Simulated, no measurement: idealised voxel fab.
Documented hereafter: the process module known as voxel plated lines.
Section cut is 185 nm wide and gridded with 5 nm square cells.
How to read a cross-section here: the picture is a grid of square cells, written as bands going from the top down, and any band can span one or more rows of cells.
A band entry consists of two parts. The first gives the height of the band's top and the height of its bottom, in nm. The rest lists the band's materials from left to right, each with its width in nm. A single material labelled with the word "all across" fills the band from edge to edge, and the word "air" marks empty space.
Height reference: 0 = level under which incoming wafer is all one material. Lowest band: no bottom, runs on downward, e.g. "0 nm and below".
A width such as "30->40" changes by the same amount from each row of cells to the next, from the band's top row to its bottom row.
Where the words "identical to before" appear for a step, the cross-section shows no cell changed by that step; every cell remained as before.
"Fully enclosed voids": sealed empty spaces, 8 cells or more, no open way to top, listed width x height at distance, with distance from the left edge and width, height and distance in nm.
Past the settings on a step's line: simulator remark, on that step.
A step's line can hold "overlay nm"; with a mask on that step, the setting says how far right of the planned place the mask lay, while a negative setting says it lay to the left.

Process steps foreseen in the plan
1: RECEIVE with material Si
2: CONFORMAL_DEP with material Al2O3, thk nm 15
3: DIRECTIONAL_DEP with material TiN, thk nm 5
4: PATTERN with tone open, mask id LINES, material resist, width nm 25, pitch nm 55, thk nm 30, overlay nm 0
5: EPI with material Ru, thk nm 5
6: EPI with material Ru, thk nm 10
7: STRIP with etch materials resist
8: DIRECTIONAL_ETCH with etch materials TiN, depth nm 5
9: CONFORMAL_DEP with material SiN, thk nm 10
The value of thk nm given for step 3 in the plan refers to the first wafer; the wafers vary in this setting and are alike at the start.

The as-received cross-section of the first of several wafers corresponds to the state after step 1
    0 nm and below | Si all across
    Fully enclosed voids: none

first wafer at the end, after step 9
    45 nm to 35 nm | air=40, then SiN=45, then air=10, then SiN=45, then air=45
    35 nm to 25 nm | air=40, then SiN=10, then Ru=25, then SiN=10, then air=10, then SiN=10, then Ru=25, then SiN=10, then air=45
    25 nm to 20 nm | SiN=50, then Ru=25, then SiN=30, then Ru=25, then SiN=55
    20 nm to 15 nm | SiN=50, then TiN=25, then SiN=30, then TiN=25, then SiN=55
    15 nm to 0 nm | Al2O3 all across
    0 nm and below | Si all across
    Fully enclosed voids: none

Cross-sectional view of the final wafer of several at the module's end
    60 nm to 50 nm | air=40, then SiN=45, then air=10, then SiN=45, then air=45
    50 nm to 40 nm | air=40, then SiN=10, then Ru=25, then SiN=10, then air=10, then SiN=10, then Ru=25, then SiN=10, then air=45
    40 nm to 35 nm | SiN=50, then Ru=25, then SiN=30, then Ru=25, then SiN=55
    35 nm to 30 nm | SiN=50, then TiN=25, then SiN=30, then TiN=25, then SiN=55
    30 nm to 15 nm | TiN all across
    15 nm to 0 nm | Al2O3 all across
    0 nm and below | Si all across
    Fully enclosed voids: none

Tabulated below, wafer by wafer, are the end-of-module results: for each material, the number of cells gained (+) or lost (-) relative to the as-received state, followed by the closed voids
thk nm 5 | +111 Al2O3 | +30 Ru | +106 SiN | +10 TiN | Fully enclosed voids: none
thk nm 10 | +111 Al2O3 | +30 Ru | +106 SiN | +47 TiN | Fully enclosed voids: none
thk nm 15 | +111 Al2O3 | +30 Ru | +106 SiN | +84 TiN | Fully enclosed voids: none
thk nm 20 | +111 Al2O3 | +30 Ru | +106 SiN | +121 TiN | Fully enclosed voids: none
